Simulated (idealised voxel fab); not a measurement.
You're looking at the process module voxel fin reveal.
The width of the displayed cross-section, cut, is 245 nm; its cells are square, with a size of 5 nm.
Notation: cross-section as square-cell grid; stated in bands, top first, going down; one or more cell rows per band. Band: top height; bottom height; in nm. Then, left to right: material with width in nm, for each material. "everywhere": a single material spanning edge to edge. "empty": empty space. The level at which height equals 0 is the one under which the wafer, as it arrives, is entirely one material. No lower edge exists for the bottom band, which continues downward and is notated as in "top 0, no bottom". When a width is written as two numbers, as in "30->40", the first number is the width in the top row of cells of the band and the second is the width in its bottom row, and the width changes by the same amount from each row to the next. Where a step carries "all unchanged", the cross-section came out of it unchanged, cell for cell. What "Closed internal cavities" gives you is every empty space of 8 cells or more that is cut off from the top. Each appears as width x height at distance, with the distance taken from the left edge and width, height and distance all in nm. That trailing text on a step's line, after the settings, is the simulator's own remark on the step. Among the settings permitted on a step's line is "overlay nm"; applied to a step with a mask, it specifies the extent to which the mask lay to the right of its planned position, whereas a negative figure signifies a position to the left.
## The planned process steps are enumerated hereunder
step 1: RECEIVE: material Si
step 2: CONFORMAL_DEP: material SiN, thk nm 5
step 3: DIRECTIONAL_DEP: material aC, thk nm 10
step 4: PATTERN: tone cover, mask id FINS, material resist, width nm 15, pitch nm 40, thk nm 25, overlay nm 0
step 5: DIRECTIONAL_ETCH: etch materials aC, depth nm 10
step 6: STRIP: etch materials resist
step 7: DIRECTIONAL_ETCH: etch materials SiN, depth nm 5
step 8: DIRECTIONAL_ETCH: etch materials Si, depth nm 35
step 9: STRIP: etch materials aC
step 10: OXIDIZE: depth nm 5
step 11: FILL_DEP: material SiO2, thk nm 5
step 12: CMP: height nm 5
step 13: SELECTIVE_ETCH: etch materials SiO2, depth nm 30
step 14: STRIP: etch materials SiN
Don't read the plan's width nm for step 4 as applying to every wafer: that's the first wafer's value, and the wafers differ in it, though they all start identical.
## Here's the first of the wafers in cross-section, just as we got it, i.e. after step 1
    top 0, no bottom = Si everywhere
    Closed internal cavities: none
## Module end state after final step 14: cross-section of the first of several wafers
    top 0, bottom -25 = empty: 80; Si: 5; empty: 35; Si: 5; empty: 35; Si: 5; empty: 80
    top -25, bottom -40 = SiO2: 80; Si: 5; SiO2: 35; Si: 5; SiO2: 35; Si: 5; SiO2: 80
    top -40, no bottom = Si everywhere
    Closed internal cavities: none
## The last wafer as seen in cross-section at the end of the module
    top 0, bottom -25 = empty: 75; Si: 15; empty: 25; Si: 15; empty: 25; Si: 15; empty: 75
    top -25, bottom -40 = SiO2: 75; Si: 15; SiO2: 25; Si: 15; SiO2: 25; Si: 15; SiO2: 75
    top -40, no bottom = Si everywhere
    Closed internal cavities: none
## Per wafer, end of module: cells gained (+) or lost (-) per material since receipt, then closed voids
width nm 15, -368 Si, +138 SiO2, Closed internal cavities: none
width nm 20, -344 Si, +129 SiO2, Closed internal cavities: none
width nm 25, -320 Si, +120 SiO2, Closed internal cavities: none
